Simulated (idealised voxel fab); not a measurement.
A process module follows: voxel released beams.
Cross-section cut spans 290 nm and uses square cells 5 nm in size.
In what follows, cross-sections appear as grids of square cells, described through bands that run from the top down, where every band is one or more rows of cells.
Quick guide to a band line: top height, bottom height (nm) up front; then every material left to right with its width in nm. Only one material and it's marked "full width"? Then it fills the band edge to edge. And "empty" just means empty space.
Zero point of the height axis is 0; under it, received wafer = one material. Lowest band: continues down indefinitely, "0 down".
Graded width ("30->40"): value in top row of band = first number; value in bottom row = second number; row-to-row change constant.
"left unchanged" -> step changed no cross-section cell.
Entry "Sealed void listing". Content: empty spaces with no open connection to the top, size 8 cells or greater. Each: width x height at distance. Distance: from left edge. Unit: nm.
That trailing text on a step's line, after the settings, is the simulator's own remark on the step.
What "overlay nm" on a step's line means: if the step has a mask, that mask lay this far to the right of its planned place, or, when the value is negative, to the left.

[Set out below are the planned steps of the process]
1,RECEIVE,material Si
2,CONFORMAL_DEP,material Al2O3,thk nm 5
3,DIRECTIONAL_DEP,material SiO2,thk nm 10
4,PATTERN,tone open,mask id ANCHOR,material resist,width nm 35,thk nm 20,overlay nm 0
5,DIRECTIONAL_ETCH,etch materials SiO2,depth nm 10
6,STRIP,etch materials resist
7,CONFORMAL_DEP,material SiN,thk nm 10
8,PATTERN,tone cover,mask id BEAM,material resist,width nm 90,thk nm 20,overlay nm 0
9,DIRECTIONAL_ETCH,etch materials SiN,depth nm 10
10,STRIP,etch materials resist
11,STRIP,etch materials SiO2

[What follows covers the first of two wafers; it ran as planned]

[Cross-section of the incoming wafer, state after step 1]
> 0 down | Si full width
> Sealed void listing: none

[You're looking at a cross-section of the wafer after step 2]
> 5 to 0 | Al2O3 full width
> Note: structure below 0 unchanged.

[You're looking at a cross-section of the wafer after step 3]
> 15 to 5 | SiO2 full width
> Note: structure below 5 unchanged.

[You're looking at a cross-section of the wafer after step 4]
> 35 to 15 | resist: 100, empty: 35, resist: 155
> Note: structure below 15 unchanged.

[You're looking at a cross-section of the wafer after step 5]
> 35 to 15 | resist: 100, empty: 35, resist: 155
> 15 to 5 | SiO2: 100, empty: 35, SiO2: 155
> Note: structure below 5 unchanged.

[You're looking at a cross-section of the wafer after step 6]
> 15 to 5 | SiO2: 100, empty: 35, SiO2: 155
> Note: structure below 5 unchanged.

[You're looking at a cross-section of the wafer after step 7]
> 25 to 15 | SiN: 110, empty: 15, SiN: 165
> 15 to 5 | SiO2: 100, SiN: 35, SiO2: 155
> Note: structure below 5 unchanged.

[You're looking at a cross-section of the wafer after step 8]
> 45 to 25 | empty: 95, resist: 90, empty: 105
> 25 to 15 | SiN: 110, resist: 15, SiN: 165
> Note: structure below 15 unchanged.

[You're looking at a cross-section of the wafer after step 9]
> 45 to 25 | empty: 95, resist: 90, empty: 105
> 25 to 15 | empty: 95, SiN: 15, resist: 15, SiN: 60, empty: 105
> Note: structure below 15 unchanged.

[You're looking at a cross-section of the wafer after step 10]
> 25 to 15 | empty: 95, SiN: 15, empty: 15, SiN: 60, empty: 105
> Note: structure below 15 unchanged.

[You're looking at a cross-section of the wafer after step 11]
> 25 to 15 | empty: 95, SiN: 15, empty: 15, SiN: 60, empty: 105
> 15 to 5 | empty: 100, SiN: 35, empty: 155
> Note: structure below 5 unchanged.

[The second wafer began exactly as the first did and followed the same plan, but one mistake was made while running it; through step 1 inclusive, the two wafers are identical]

Cross-section of the second wafer when, according to plan, step 2 should have finished: left unchanged

[Cross-section of the second wafer when, according to plan, step 3 should have finished]
> 10 to 0 | SiO2 full width
> Note: structure below 0 unchanged.

[Cross-section of the second wafer when, according to plan, step 4 should have finished]
> 30 to 10 | resist: 100, empty: 35, resist: 155
> Note: structure below 10 unchanged.

[Cross-section of the second wafer when, according to plan, step 5 should have finished]
> 30 to 10 | resist: 100, empty: 35, resist: 155
> 10 to 0 | SiO2: 100, empty: 35, SiO2: 155
> Note: structure below 0 unchanged.

[Cross-section of the second wafer when, according to plan, step 6 should have finished]
> 10 to 0 | SiO2: 100, empty: 35, SiO2: 155
> Note: structure below 0 unchanged.

[Cross-section of the second wafer when, according to plan, step 7 should have finished]
> 20 to 10 | SiN: 110, empty: 15, SiN: 165
> 10 to 0 | SiO2: 100, SiN: 35, SiO2: 155
> Note: structure below 0 unchanged.

[Cross-section of the second wafer when, according to plan, step 8 should have finished]
> 40 to 20 | empty: 95, resist: 90, empty: 105
> 20 to 10 | SiN: 110, resist: 15, SiN: 165
> Note: structure below 10 unchanged.

[Cross-section of the second wafer when, according to plan, step 9 should have finished]
> 40 to 20 | empty: 95, resist: 90, empty: 105
> 20 to 10 | empty: 95, SiN: 15, resist: 15, SiN: 60, empty: 105
> Note: structure below 10 unchanged.

[Cross-section of the second wafer when, according to plan, step 10 should have finished]
> 20 to 10 | empty: 95, SiN: 15, empty: 15, SiN: 60, empty: 105
> Note: structure below 10 unchanged.

[Cross-section of the second wafer when, according to plan, step 11 should have finished]
> 20 to 10 | empty: 95, SiN: 15, empty: 15, SiN: 60, empty: 105
> 10 to 0 | empty: 100, SiN: 35, empty: 155
> Note: structure below 0 unchanged.
what went wrong: no execution of plan step 2; skipped
Final cells, second wafer relative to first, materials higher or lower: 58 fewer of Al2O3
